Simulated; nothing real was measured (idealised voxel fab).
Module name: voxel ribs on slabs (process module)
Pictured: cross-section cut, 145 nm wide, on a grid of 5 nm square cells.
For the purposes of this document, a cross-section shall be understood as a grid of square cells, specified as bands listed in top-to-bottom order, each band consisting of one or more rows of cells. Per band: top height and bottom height in nm, followed by the left-to-right materials and their widths in nm; "throughout" marks a single material spanning edge to edge, "air" marks empty space. Measure heights from 0. That's the level where, below it, the as-received wafer is all one material. The lowest band is bottomless and extends downward; write it as in "0 nm and below". You'd read "30->40" like this: the band's top row of cells is as wide as the first number, its bottom row is as wide as the second, and going down, every row changes width by the same amount as the row before did. Key: "remains unaltered" - step with no changed cell in the cross-section. The entry titled "Entrapped voids" provides the empty spaces that have no open way to the top, restricted to those of 8 cells or more. Each is presented as width x height at distance, the distance being measured from the left edge, with all three in nm. Formally, on a step line, whatever follows the settings is a remark that the simulator itself makes on the step. What "overlay nm" on a step's line means: if the step has a mask, that mask lay this far to the right of its planned place, or, when the value is negative, to the left.
**Below is the list of planned process steps**
1 RECEIVE (material Si)
2 DIRECTIONAL_DEP (material SiO2; thk nm 30)
3 DIRECTIONAL_DEP (material polySi; thk nm 20)
4 DIRECTIONAL_DEP (material aC; thk nm 15)
5 PATTERN (tone cover; mask id RIB; material resist; width nm 30; thk nm 35; overlay nm 0)
6 DIRECTIONAL_ETCH (etch materials aC; depth nm 15)
7 STRIP (etch materials resist)
8 DIRECTIONAL_ETCH (etch materials polySi; depth nm 15)
9 STRIP (etch materials aC)
10 PATTERN (tone cover; mask id SLAB; material resist; width nm 90; thk nm 15; overlay nm 0)
11 DIRECTIONAL_ETCH (etch materials polySi; depth nm 5)
12 STRIP (etch materials resist)
13 FILL_DEP (material SiO2; thk nm 25)
14 CMP (height nm 70)
15 DIRECTIONAL_DEP (material TiN; thk nm 5)
16 PATTERN (tone cover; mask id HEATER; material resist; width nm 40; thk nm 15; overlay nm 0)
17 DIRECTIONAL_ETCH (etch materials TiN; depth nm 5)
18 STRIP (etch materials resist)
19 CONFORMAL_DEP (material SiO2; thk nm 10)
**As-received wafer cross-section (after step 1)**
	0 nm and below | Si throughout
	Entrapped voids: none
**Cross-section, end of module. Start: as above. Plan: as above. Execution: one mistake**
	85 nm to 80 nm | air: 40, then SiO2: 60, then air: 45
	80 nm to 75 nm | SiO2 throughout
	75 nm to 70 nm | SiO2: 50, then TiN: 40, then SiO2: 55
	70 nm to 50 nm | SiO2 throughout
	50 nm to 35 nm | SiO2: 55, then polySi: 30, then SiO2: 60
	35 nm to 30 nm | SiO2: 25, then polySi: 95, then SiO2: 25
	30 nm to 0 nm | SiO2 throughout
	0 nm and below | Si throughout
	Entrapped voids: none
Misprocessing identified: off-plan run, step 10, actual operation and settings PATTERN (tone cover; mask id SLAB; material resist; width nm 95; thk nm 15; overlay nm 0)
